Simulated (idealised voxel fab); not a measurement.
A process module follows: voxel transistor to metal.
The cross-section on display is named cut; it measures 270 nm wide, and its cells are 5 nm squares.
Each cross-section below is a grid of square cells, stated as bands in top-down order, with one or more rows of cells making up each band.
A band entry consists of two parts. The first gives the height of the band's top and the height of its bottom, in nm. The rest lists the band's materials from left to right, each with its width in nm. A single material labelled with the word "edge to edge" fills the band from edge to edge, and the word "blank" marks empty space.
Height is counted from the level 0, under which the received wafer is composed throughout of one material. The lowest of the bands is not closed at the bottom but continues downward, in the notation "top 0, no bottom".
The notation "30..40" denotes a width that varies across the rows of cells in the band, beginning at the first number in the top row, finishing at the second number in the bottom row, and changing by an identical amount from each row to the next.
You'll sometimes find "all unchanged" written for a step, and that's the way of saying that nowhere in the cross-section did a cell change during that step.
In the "Sealed void listing" entry, you get each enclosed empty space of 8 cells or more, one with no open way to the top, written width x height at distance, distance from the left edge, in nm.
Post-settings text on a step line: simulator's own remark regarding the step.
The setting "overlay nm" may be written on the line of a step. When the step uses a mask, the value reports how far to the right of the planned place the mask lay, and a negative value reports that it lay to the left.

[Listed below are the process steps as planned]
| 1 | RECEIVE [material Si] |
| 2 | OXIDIZE [depth nm 5] |
| 3 | CONFORMAL_DEP [material SiN] [thk nm 15] |
| 4 | DIRECTIONAL_DEP [material aC] [thk nm 10] |
| 5 | PATTERN [tone cover] [mask id ACTIVE] [material resist] [width nm 105] [pitch nm 135] [thk nm 30] [overlay nm 0] |
| 6 | DIRECTIONAL_ETCH [etch materials aC] [depth nm 10] |
| 7 | STRIP [etch materials resist] |
| 8 | DIRECTIONAL_ETCH [etch materials SiN] [depth nm 15] |
| 9 | DIRECTIONAL_ETCH [etch materials SiO2] [depth nm 5] |
| 10 | DIRECTIONAL_ETCH [etch materials Si] [depth nm 35] |
| 11 | STRIP [etch materials aC] |
| 12 | OXIDIZE [depth nm 5] |
| 13 | FILL_DEP [material SiO2] [thk nm 15] |
| 14 | CMP [height nm 15] |
| 15 | SELECTIVE_ETCH [etch materials SiO2] [depth nm 15] |
| 16 | STRIP [etch materials SiN] |
| 17 | SELECTIVE_ETCH [etch materials SiO2] [depth nm 5] |
| 18 | OXIDIZE [depth nm 5] |
| 19 | DIRECTIONAL_DEP [material polySi] [thk nm 25] |
| 20 | DIRECTIONAL_DEP [material SiCN] [thk nm 10] |
| 21 | PATTERN [tone cover] [mask id GATE] [material resist] [width nm 25] [pitch nm 135] [thk nm 15] [overlay nm 0] |
| 22 | DIRECTIONAL_ETCH [etch materials SiCN] [depth nm 20] |
| 23 | DIRECTIONAL_ETCH [etch materials polySi] [depth nm 35] |
| 24 | STRIP [etch materials resist] |
| 25 | CONFORMAL_DEP [material SiO2] [thk nm 5] |
| 26 | DIRECTIONAL_ETCH [etch materials SiO2] [depth nm 5] |
| 27 | CONFORMAL_DEP [material SiN] [thk nm 5] |
| 28 | DIRECTIONAL_ETCH [etch materials SiN] [depth nm 5] |
| 29 | DIRECTIONAL_ETCH [etch materials SiO2] [depth nm 5] |
| 30 | DIRECTIONAL_ETCH [etch materials Si] [depth nm 10] |
| 31 | EPI [material pSi] [thk nm 15] |
| 32 | FILL_DEP [material SiO2] [thk nm 5] |
| 33 | CMP [height nm 30] |
| 34 | DIRECTIONAL_DEP [material SiO2] [thk nm 10] |
| 35 | MASKED_ETCH [tone open] [mask id CONTACT] [width nm 15] [etch materials SiO2] [depth nm 45] [overlay nm 0] |
| 36 | CONFORMAL_DEP [material TiN] [thk nm 5] |
| 37 | FILL_DEP [material W] [thk nm 10] |
| 38 | CMP [height nm 40] |
| 39 | DIRECTIONAL_DEP [material TiN] [thk nm 5] |
| 40 | DIRECTIONAL_DEP [material W] [thk nm 25] |
| 41 | PATTERN [tone cover] [mask id METAL_1] [material resist] [width nm 15] [thk nm 20] [overlay nm 0] |
| 42 | DIRECTIONAL_ETCH [etch materials W] [depth nm 25] |
| 43 | DIRECTIONAL_ETCH [etch materials TiN] [depth nm 5] |
| 44 | STRIP [etch materials resist] |
| 45 | CONFORMAL_DEP [material SiCN] [thk nm 5] |
| 46 | FILL_DEP [material SiO2] [thk nm 5] |
| 47 | CMP [height nm 70] |
| 48 | CONFORMAL_DEP [material SiCN] [thk nm 5] |

[This is the cross-section of the wafer as we received it, i.e. after step 1]
  top 0, no bottom | Si edge to edge
  Sealed void listing: none

[Wafer cross-section at module end: first of two, run to plan]
  top 75, bottom 70 | SiCN edge to edge
  top 70, bottom 45 | SiO2 15 nm  SiCN 5 nm  W 15 nm  SiCN 5 nm  SiO2 55 nm  SiCN 5 nm  W 15 nm  SiCN 5 nm  SiO2 30 nm  SiCN 5 nm  W 15 nm  SiCN 5 nm  SiO2 55 nm  SiCN 5 nm  W 15 nm  SiCN 5 nm  SiO2 15 nm
  top 45, bottom 40 | SiCN 20 nm  TiN 15 nm  SiCN 65 nm  TiN 15 nm  SiCN 40 nm  TiN 15 nm  SiCN 65 nm  TiN 15 nm  SiCN 20 nm
  top 40, bottom 30 | SiO2 20 nm  TiN 5 nm  W 5 nm  TiN 5 nm  SiO2 65 nm  TiN 5 nm  W 5 nm  TiN 5 nm  SiO2 40 nm  TiN 5 nm  W 5 nm  TiN 5 nm  SiO2 65 nm  TiN 5 nm  W 5 nm  TiN 5 nm  SiO2 20 nm
  top 30, bottom 20 | SiO2 20 nm  TiN 5 nm  W 5 nm  TiN 5 nm  SiO2 10 nm  SiN 5 nm  SiO2 5 nm  SiCN 25 nm  SiO2 5 nm  SiN 5 nm  SiO2 10 nm  TiN 5 nm  W 5 nm  TiN 5 nm  SiO2 40 nm  TiN 5 nm  W 5 nm  TiN 5 nm  SiO2 10 nm  SiN 5 nm  SiO2 5 nm  SiCN 25 nm  SiO2 5 nm  SiN 5 nm  SiO2 10 nm  TiN 5 nm  W 5 nm  TiN 5 nm  SiO2 20 nm
  top 20, bottom 10 | SiO2 20 nm  TiN 5 nm  W 5 nm  TiN 5 nm  SiO2 10 nm  SiN 5 nm  SiO2 5 nm  polySi 25 nm  SiO2 5 nm  SiN 5 nm  SiO2 10 nm  TiN 5 nm  W 5 nm  TiN 5 nm  SiO2 40 nm  TiN 5 nm  W 5 nm  TiN 5 nm  SiO2 10 nm  SiN 5 nm  SiO2 5 nm  polySi 25 nm  SiO2 5 nm  SiN 5 nm  SiO2 10 nm  TiN 5 nm  W 5 nm  TiN 5 nm  SiO2 20 nm
  top 10, bottom 5 | SiO2 20 nm  TiN 15 nm  SiO2 10 nm  SiN 5 nm  SiO2 5 nm  polySi 25 nm  SiO2 5 nm  SiN 5 nm  SiO2 10 nm  TiN 15 nm  SiO2 40 nm  TiN 15 nm  SiO2 10 nm  SiN 5 nm  SiO2 5 nm  polySi 25 nm  SiO2 5 nm  SiN 5 nm  SiO2 10 nm  TiN 15 nm  SiO2 20 nm
  top 5, bottom -5 | SiO2 20 nm  TiN 10 nm  pSi 15 nm  SiN 5 nm  SiO2 5 nm  polySi 25 nm  SiO2 5 nm  SiN 5 nm  pSi 15 nm  TiN 10 nm  SiO2 40 nm  TiN 10 nm  pSi 15 nm  SiN 5 nm  SiO2 5 nm  polySi 25 nm  SiO2 5 nm  SiN 5 nm  pSi 15 nm  TiN 10 nm  SiO2 20 nm
  top -5, bottom -10 | SiO2 15 nm  pSi 30 nm  SiO2 45 nm  pSi 30 nm  SiO2 30 nm  pSi 30 nm  SiO2 45 nm  pSi 30 nm  SiO2 15 nm
  top -10, bottom -20 | SiO2 20 nm  pSi 25 nm  Si 45 nm  pSi 25 nm  SiO2 40 nm  pSi 25 nm  Si 45 nm  pSi 25 nm  SiO2 20 nm
  top -20, bottom -45 | SiO2 20 nm  Si 95 nm  SiO2 40 nm  Si 95 nm  SiO2 20 nm
  top -45, no bottom | Si edge to edge
  Sealed void listing: none

[What the second wafer looks like in cross-section once the module is done. Its start and its plan matched the first wafer's exactly; what differed was one mistake in how it was run]
  top 75, bottom 70 | SiCN edge to edge
  top 70, bottom 45 | SiO2 15 nm  SiCN 5 nm  W 15 nm  SiCN 5 nm  SiO2 55 nm  SiCN 5 nm  W 15 nm  SiCN 5 nm  SiO2 30 nm  SiCN 5 nm  W 15 nm  SiCN 5 nm  SiO2 55 nm  SiCN 5 nm  W 15 nm  SiCN 5 nm  SiO2 15 nm
  top 45, bottom 40 | SiCN 20 nm  TiN 15 nm  SiCN 65 nm  TiN 15 nm  SiCN 40 nm  TiN 15 nm  SiCN 65 nm  TiN 15 nm  SiCN 20 nm
  top 40, bottom 25 | SiO2 20 nm  TiN 5 nm  W 5 nm  TiN 5 nm  SiO2 65 nm  TiN 5 nm  W 5 nm  TiN 5 nm  SiO2 40 nm  TiN 5 nm  W 5 nm  TiN 5 nm  SiO2 65 nm  TiN 5 nm  W 5 nm  TiN 5 nm  SiO2 20 nm
  top 25, bottom 20 | SiO2 20 nm  TiN 15 nm  SiO2 65 nm  TiN 15 nm  SiO2 40 nm  TiN 15 nm  SiO2 65 nm  TiN 15 nm  SiO2 20 nm
  top 20, bottom -5 | polySi edge to edge
  top -5, bottom -10 | SiO2 edge to edge
  top -10, bottom -45 | SiO2 20 nm  Si 95 nm  SiO2 40 nm  Si 95 nm  SiO2 20 nm
  top -45, no bottom | Si edge to edge
  Sealed void listing: none
So what did we get wrong on this run? off-plan run, step 20, actual operation and settings DIRECTIONAL_DEP [material SiO2] [thk nm 10]
Once processing is complete, comparing cell counts shows that the second wafer has more or fewer of certain materials than the first: Si: 40 more; SiCN: 20 fewer; SiN: 28 fewer; SiO2: 72 fewer; TiN: 40 fewer; W: 12 fewer; pSi: 88 fewer; polySi: 220 more
